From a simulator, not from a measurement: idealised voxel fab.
Proc. module: voxel gate over fins
In the cross-section labelled cut, the width is 190 nm and each square cell is 5 nm.
Throughout this document, each cross-section is represented as a grid of square cells and is presented as a sequence of bands enumerated from the top downward, where a band comprises one or more rows of cells. Band entry format. Leading values: height of top, height of bottom, nm. Remainder: materials in left-to-right order, each with its width in nm. Special words: "all across" on a single material, which then fills the band edge to edge; "air", empty space. Height reference: 0 = level under which incoming wafer is all one material. Lowest band: no bottom, runs on downward, e.g. "from 0 down". The two numbers in a width such as "30 to 40" mark its ends across the band: the first belongs to the top row of cells, the second to the bottom row, and from each row to the next the width moves by the same amount. "no alteration" (step): cross-section cells unchanged, all of them. Entry "Enclosed internal voids" = empty spaces >= 8 cells with no open way to the top; each as width x height at distance, distance from left edge, all nm. That trailing text on a step's line, after the settings, is the simulator's own remark on the step. "overlay nm", when on a step's line for a step with a mask, measures how far to the right of its planned place the mask lay; a negative measure means to the left.
## The following list gives the planned process steps
- 1: RECEIVE [material Si]
- 2: CONFORMAL_DEP [material SiN] [thk nm 5]
- 3: MASKED_ETCH [tone cover] [mask id FINS] [width nm 15] [pitch nm 50] [etch materials SiN] [depth nm 5] [overlay nm 0]
- 4: MASKED_ETCH [tone cover] [mask id FINS] [width nm 15] [pitch nm 50] [etch materials Si] [depth nm 30] [overlay nm 0]
- 5: FILL_DEP [material SiO2] [thk nm 5]
- 6: CMP [height nm 5]
- 7: DIRECTIONAL_DEP [material aC] [thk nm 15]
- 8: PATTERN [tone open] [mask id RAIL] [material resist] [width nm 15] [thk nm 30] [overlay nm 0]
- 9: DIRECTIONAL_ETCH [etch materials aC] [depth nm 15]
- 10: STRIP [etch materials resist]
- 11: DIRECTIONAL_ETCH [etch materials SiO2] [depth nm 30]
- 12: STRIP [etch materials aC]
- 13: CONFORMAL_DEP [material TiN] [thk nm 5]
- 14: FILL_DEP [material W] [thk nm 5]
- 15: CMP [height nm 5]
- 16: SELECTIVE_ETCH [etch materials W Ru TiN] [depth nm 25]
- 17: FILL_DEP [material SiO2] [thk nm 5]
- 18: CMP [height nm 5]
- 19: SELECTIVE_ETCH [etch materials SiO2] [depth nm 15]
- 20: STRIP [etch materials SiN]
- 21: CONFORMAL_DEP [material HfO2] [thk nm 5]
- 22: CONFORMAL_DEP [material TiN] [thk nm 5]
- 23: FILL_DEP [material W] [thk nm 15]
- 24: CMP [height nm 20]
- 25: CONFORMAL_DEP [material SiCN] [thk nm 5]
The width nm used in step 4 is not the same on every wafer, whereas the starting condition is; the value printed in the plan is the first wafer's.
## After step 1, as received: first of several wafers, cross-section
* from 0 down = Si all across
* Enclosed internal voids: none
## Wafer cross-section (first of several) - module end, post step 25 (last step)
* from 25 to 20 = SiCN all across
* from 20 to 10 = W all across
* from 10 to 5 = W=25, then TiN=35, then W=15, then TiN=35, then W=15, then TiN=35, then W=30
* from 5 to 0 = W=25, then TiN=5, then HfO2=25, then TiN=5, then W=15, then TiN=5, then HfO2=25, then TiN=5, then W=15, then TiN=5, then HfO2=25, then TiN=5, then W=30
* from 0 to -5 = TiN=30, then HfO2=5, then Si=15, then HfO2=5, then TiN=25, then HfO2=5, then Si=15, then HfO2=5, then TiN=25, then HfO2=5, then Si=15, then HfO2=5, then TiN=35
* from -5 to -10 = HfO2=35, then Si=15, then HfO2=35, then Si=15, then HfO2=35, then Si=15, then HfO2=40
* from -10 to -20 = SiO2=35, then Si=15, then SiO2=35, then Si=15, then SiO2=35, then Si=15, then SiO2=40
* from -20 to -25 = SiO2=35, then Si=15, then SiO2=10, then TiN=15, then SiO2=10, then Si=15, then SiO2=35, then Si=15, then SiO2=40
* from -25 to -30 = SiO2=35, then Si=15, then SiO2=35, then Si=15, then SiO2=35, then Si=15, then SiO2=40
* from -30 down = Si all across
* Enclosed internal voids: none
## So this is the cross-section on the last wafer at the end of the module
* from 25 to 20 = SiCN all across
* from 20 to 10 = W all across
* from 10 to 5 = W=20, then TiN=150, then W=20
* from 5 to 0 = W=20, then TiN=5, then HfO2=40, then TiN=10, then HfO2=40, then TiN=10, then HfO2=40, then TiN=5, then W=20
* from 0 to -5 = TiN=25, then HfO2=5, then Si=30, then HfO2=5, then TiN=10, then HfO2=5, then Si=30, then HfO2=5, then TiN=10, then HfO2=5, then Si=30, then HfO2=5, then TiN=25
* from -5 to -10 = HfO2=30, then Si=30, then HfO2=20, then Si=30, then HfO2=20, then Si=30, then HfO2=30
* from -10 to -20 = SiO2=30, then Si=30, then SiO2=20, then Si=30, then SiO2=20, then Si=30, then SiO2=30
* from -20 to -25 = SiO2=30, then Si=30, then TiN=15, then SiO2=5, then Si=30, then SiO2=20, then Si=30, then SiO2=30
* from -25 to -30 = SiO2=30, then Si=30, then SiO2=20, then Si=30, then SiO2=20, then Si=30, then SiO2=30
* from -30 down = Si all across
* Enclosed internal voids: none
## For your reference, the table is organized with a row per wafer; each row reflects the wafer at the end of the module, indicating for each material the cells gained (+) or lost (-) since receipt, and thereafter its closed voids
width nm 15, +50 HfO2, -174 Si, +38 SiCN, +113 SiO2, +53 TiN, +110 W, Enclosed internal voids: none
width nm 20, +50 HfO2, -156 Si, +38 SiCN, +101 SiO2, +53 TiN, +104 W, Enclosed internal voids: none
width nm 25, +50 HfO2, -138 Si, +38 SiCN, +89 SiO2, +53 TiN, +98 W, Enclosed internal voids: none
width nm 30, +50 HfO2, -120 Si, +38 SiCN, +77 SiO2, +53 TiN, +92 W, Enclosed internal voids: none
